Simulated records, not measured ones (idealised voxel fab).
Process module name: voxel self aligned vias
It is cross-section cut that appears here, measuring 245 nm in width, its square cells being 5 nm in size.
We lay out every cross-section as a grid of square cells and spell it out in bands from the top down, where one band means one or more rows of cells. Top height, bottom height, nm. Materials left to right, width each, nm. Single material + "throughout" = fills band edge to edge. "empty" = empty. It should be noted that heights are counted from 0, beneath which the wafer as supplied is of one material throughout, and that the lowest band possesses no lower boundary but continues downward, as written in "0 and below". The expression "30->40" gives the width at the extremes of the band, the first number at its top row of cells and the second at its bottom row, with the width changing by equal amounts from each row to the next in between. Where the words "no modification" appear for a step, the cross-section shows no cell changed by that step; every cell remained as before. If an empty space has no open way to the top and is at least 8 cells in size, "Sealed-off cavities" lists it, written width x height at distance, where distance is measured from the left edge and every value is in nm. If you see something after the settings on a step's line, that's the simulator's own remark about that step. Steps that use a mask can have "overlay nm" on their line. It says how far the mask sat to the right of where it was meant to be. Negative means to the left.
Process steps foreseen in the plan
1 RECEIVE with material Si
2 CONFORMAL_DEP with material SiO2, thk nm 15
3 CONFORMAL_DEP with material SiCN, thk nm 5
4 DIRECTIONAL_DEP with material lowk, thk nm 20
5 DIRECTIONAL_DEP with material aC, thk nm 10
6 PATTERN with tone open, mask id LINES, material resist, width nm 30, pitch nm 70, thk nm 30, overlay nm 0
7 DIRECTIONAL_ETCH with etch materials aC, depth nm 10
8 STRIP with etch materials resist
9 DIRECTIONAL_ETCH with etch materials lowk, depth nm 20
10 STRIP with etch materials aC
11 CONFORMAL_DEP with material TiN, thk nm 5
12 FILL_DEP with material W, thk nm 10
13 CMP with height nm 40
14 SELECTIVE_ETCH with etch materials W Ru TiN, depth nm 10
15 FILL_DEP with material SiN, thk nm 10
16 CMP with height nm 40
17 DIRECTIONAL_DEP with material lowk, thk nm 20
18 PATTERN with tone open, mask id VIAS, material resist, width nm 40, pitch nm 70, thk nm 15, overlay nm 0
19 DIRECTIONAL_ETCH with etch materials lowk, depth nm 20
20 DIRECTIONAL_ETCH with etch materials SiN, depth nm 10
21 STRIP with etch materials resist
22 CONFORMAL_DEP with material TiN, thk nm 5
23 FILL_DEP with material Ru, thk nm 10
24 CMP with height nm 60
25 CONFORMAL_DEP with material SiCN, thk nm 5
Cross-section, incoming material, after step 1
  0 and below: Si throughout
  Sealed-off cavities: none
The first of the two wafers as seen in cross-section once the module was finished; processing followed the plan
  65 down to 60: SiCN throughout
  60 down to 45: lowk 30 nm | TiN 5 nm | Ru 30 nm | TiN 5 nm | lowk 30 nm | TiN 5 nm | Ru 30 nm | TiN 5 nm | lowk 30 nm | TiN 5 nm | Ru 30 nm | TiN 5 nm | lowk 35 nm
  45 down to 35: lowk 30->35 nm | TiN 10->5 nm | Ru 20 nm | TiN 10->5 nm | lowk 30->40 nm | TiN 10->5 nm | Ru 20 nm | TiN 10->5 nm | lowk 30->40 nm | TiN 10->5 nm | Ru 20 nm | TiN 10->5 nm | lowk 35->40 nm
  35 down to 30: lowk 35 nm | TiN 30 nm | lowk 40 nm | TiN 30 nm | lowk 40 nm | TiN 30 nm | lowk 40 nm
  30 down to 25: lowk 35 nm | TiN 5 nm | W 20 nm | TiN 5 nm | lowk 40 nm | TiN 5 nm | W 20 nm | TiN 5 nm | lowk 40 nm | TiN 5 nm | W 20 nm | TiN 5 nm | lowk 40 nm
  25 down to 20: lowk 35 nm | TiN 30 nm | lowk 40 nm | TiN 30 nm | lowk 40 nm | TiN 30 nm | lowk 40 nm
  20 down to 15: SiCN throughout
  15 down to 0: SiO2 throughout
  0 and below: Si throughout
  Sealed-off cavities: none
Cross-section of the latter of the two wafers at module completion. It had an identical start and an identical plan to the former; in running it, one mistake was made
  65 down to 60: SiCN throughout
  60 down to 45: Ru 25 nm | TiN 5 nm | lowk 40 nm | TiN 5 nm | Ru 20 nm | TiN 5 nm | lowk 40 nm | TiN 5 nm | Ru 20 nm | TiN 5 nm | lowk 40 nm | TiN 5 nm | Ru 30 nm
  45 down to 40: TiN 30 nm | lowk 40 nm | TiN 30 nm | lowk 40 nm | TiN 30 nm | lowk 40 nm | TiN 35 nm
  40 down to 30: lowk 35 nm | SiN 30 nm | lowk 40 nm | SiN 30 nm | lowk 40 nm | SiN 30 nm | lowk 40 nm
  30 down to 25: lowk 35 nm | TiN 5 nm | W 20 nm | TiN 5 nm | lowk 40 nm | TiN 5 nm | W 20 nm | TiN 5 nm | lowk 40 nm | TiN 5 nm | W 20 nm | TiN 5 nm | lowk 40 nm
  25 down to 20: lowk 35 nm | TiN 30 nm | lowk 40 nm | TiN 30 nm | lowk 40 nm | TiN 30 nm | lowk 40 nm
  20 down to 15: SiCN throughout
  15 down to 0: SiO2 throughout
  0 and below: Si throughout
  Sealed-off cavities: none
What was done differently from what was planned? step 18 off recipe, ran as PATTERN with tone cover, mask id VIAS, material resist, width nm 40, pitch nm 70, thk nm 15, overlay nm 0
FYI, end of process, the second wafer has more or fewer cells of some materials than the first: -21 Ru; +36 SiN; -11 TiN; -4 lowk
